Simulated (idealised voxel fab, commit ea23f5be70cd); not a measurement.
Proc. module: voxel capacitor over wiring
The figure presents cross-section cut, which has a width of 255 nm and is divided into square cells with an edge length of 5 nm.
When this document writes out a cross-section, it uses a grid of square cells and lists it as bands, beginning at the top and moving down, with a band standing for one or more rows of cells. A band entry consists of two parts. The first gives the height of the band's top and the height of its bottom, in nm. The rest lists the band's materials from left to right, each with its width in nm. A single material labelled with the word "throughout" fills the band from edge to edge, and the word "blank" marks empty space. Heights from 0 (as-received wafer is one material below). Bottom band endless downward, as "0 and below". Note: "30->40" means the width goes from the first number (top row of the band) to the second number (bottom row) in equal steps per row of cells. Where a step carries "all unchanged", the cross-section came out of it unchanged, cell for cell. Any empty space of 8 cells or more lacking an open way to the top shows up in "Sealed void listing" as width x height at distance, distance from the left edge, in nm. It should be noted that, on the line of a given step, the content following the step's settings is a remark produced by the simulator itself with respect to that step. overlay nm: how far to the right of its planned place the mask lay on this masked step (negative: to the left).
Below is the list of planned process steps:
| 1 | RECEIVE | material Si |
| 2 | CONFORMAL_DEP | material SiO2 | thk nm 15 |
| 3 | DIRECTIONAL_DEP | material TiN | thk nm 5 |
| 4 | DIRECTIONAL_DEP | material W | thk nm 15 |
| 5 | MASKED_ETCH | tone cover | mask id METAL_1 | width nm 25 | pitch nm 85 | etch materials W | depth nm 15 | overlay nm 0 |
| 6 | MASKED_ETCH | tone cover | mask id METAL_1 | width nm 25 | pitch nm 85 | etch materials TiN | depth nm 5 | overlay nm 0 |
| 7 | CONFORMAL_DEP | material SiCN | thk nm 5 |
| 8 | FILL_DEP | material lowk | thk nm 10 |
| 9 | CMP | height nm 35 |
| 10 | CONFORMAL_DEP | material SiCN | thk nm 5 |
| 11 | DIRECTIONAL_DEP | material lowk | thk nm 10 |
| 12 | DIRECTIONAL_DEP | material aC | thk nm 15 |
| 13 | PATTERN | tone open | mask id PLUG_1 | material resist | width nm 15 | thk nm 30 | overlay nm 0 |
| 14 | DIRECTIONAL_ETCH | etch materials aC | depth nm 15 |
| 15 | STRIP | etch materials resist |
| 16 | DIRECTIONAL_ETCH | etch materials lowk | depth nm 10 |
| 17 | DIRECTIONAL_ETCH | etch materials SiCN | depth nm 5 |
| 18 | STRIP | etch materials aC |
| 19 | CONFORMAL_DEP | material TiN | thk nm 5 |
| 20 | FILL_DEP | material Cu | thk nm 5 |
| 21 | CMP | height nm 50 |
| 22 | DIRECTIONAL_DEP | material TiN | thk nm 5 |
| 23 | DIRECTIONAL_DEP | material HfO2 | thk nm 5 |
| 24 | DIRECTIONAL_DEP | material TiN | thk nm 10 |
| 25 | DIRECTIONAL_DEP | material aC | thk nm 15 |
| 26 | PATTERN | tone cover | mask id UPPER_PLATE | material resist | width nm 65 | thk nm 35 | overlay nm 0 |
| 27 | DIRECTIONAL_ETCH | etch materials aC | depth nm 15 |
| 28 | STRIP | etch materials resist |
| 29 | DIRECTIONAL_ETCH | etch materials TiN | depth nm 10 |
| 30 | DIRECTIONAL_ETCH | etch materials HfO2 | depth nm 5 |
| 31 | STRIP | etch materials aC |
| 32 | DIRECTIONAL_DEP | material aC | thk nm 15 |
| 33 | PATTERN | tone cover | mask id LOWER_PLATE | material resist | width nm 75 | thk nm 30 | overlay nm 0 |
| 34 | DIRECTIONAL_ETCH | etch materials aC | depth nm 15 |
| 35 | STRIP | etch materials resist |
| 36 | DIRECTIONAL_ETCH | etch materials TiN | depth nm 5 |
| 37 | STRIP | etch materials aC |
| 38 | FILL_DEP | material SiO2 | thk nm 20 |
| 39 | CMP | height nm 85 |
| 40 | PATTERN | tone open | mask id PLUG_2 | material resist | width nm 15 | thk nm 15 | overlay nm 0 |
| 41 | DIRECTIONAL_ETCH | etch materials SiO2 | depth nm 15 |
| 42 | STRIP | etch materials resist |
| 43 | CONFORMAL_DEP | material TiN | thk nm 5 |
| 44 | FILL_DEP | material Cu | thk nm 5 |
| 45 | CMP | height nm 85 |
| 46 | CONFORMAL_DEP | material SiCN | thk nm 5 |
Cross-sectional view of the wafer in its as-received condition, corresponding to the state after step 1:
* 0 and below: Si throughout
* Sealed void listing: none
As-planned run: cross-section of the first of two wafers at end of module:
* 90 down to 85: SiCN throughout
* 85 down to 75: SiO2 90; TiN 5; Cu 5; TiN 5; SiO2 150
* 75 down to 70: SiO2 90; TiN 15; SiO2 150
* 70 down to 60: SiO2 80; TiN 65; SiO2 110
* 60 down to 55: SiO2 80; HfO2 65; SiO2 110
* 55 down to 50: SiO2 75; TiN 75; SiO2 105
* 50 down to 40: lowk 80; TiN 5; Cu 5; TiN 5; lowk 160
* 40 down to 35: SiCN 80; TiN 15; SiCN 160
* 35 down to 20: lowk 65; SiCN 5; W 25; SiCN 5; lowk 50; SiCN 5; W 25; SiCN 5; lowk 70
* 20 down to 15: SiCN 70; TiN 25; SiCN 60; TiN 25; SiCN 75
* 15 down to 0: SiO2 throughout
* 0 and below: Si throughout
* Sealed void listing: none
So this is wafer number two of the two, cut at the end of the module - it started where the first did and had the same plan, we just got one thing wrong running it:
* 90 down to 85: SiCN throughout
* 85 down to 75: SiO2 90; TiN 5; Cu 5; TiN 5; SiO2 150
* 75 down to 70: SiO2 90; TiN 15; SiO2 150
* 70 down to 60: SiO2 80; TiN 65; SiO2 110
* 60 down to 55: SiO2 80; HfO2 65; SiO2 110
* 55 down to 50: SiO2 75; TiN 75; SiO2 105
* 50 down to 40: lowk 80; TiN 5; Cu 5; TiN 5; lowk 160
* 40 down to 35: SiCN 80; TiN 15; SiCN 160
* 35 down to 25: lowk 70; SiCN 5; W 25; SiCN 5; lowk 50; SiCN 5; W 25; SiCN 5; lowk 65
* 25 down to 20: lowk 65; SiCN 10; W 25; SiCN 5; lowk 45; SiCN 10; W 25; SiCN 5; lowk 65
* 20 down to 15: SiCN 70; TiN 30; SiCN 55; TiN 30; SiCN 70
* 15 down to 0: SiO2 throughout
* 0 and below: Si throughout
* Sealed void listing: none
Error vs. plan: off-plan run, step 5, actual operation and settings MASKED_ETCH | tone cover | mask id METAL_1 | width nm 25 | pitch nm 85 | etch materials W | depth nm 15 | overlay nm 5
The second wafer ends with more or fewer cells of some materials than the first, per final count: 2 more of TiN | 2 fewer of lowk
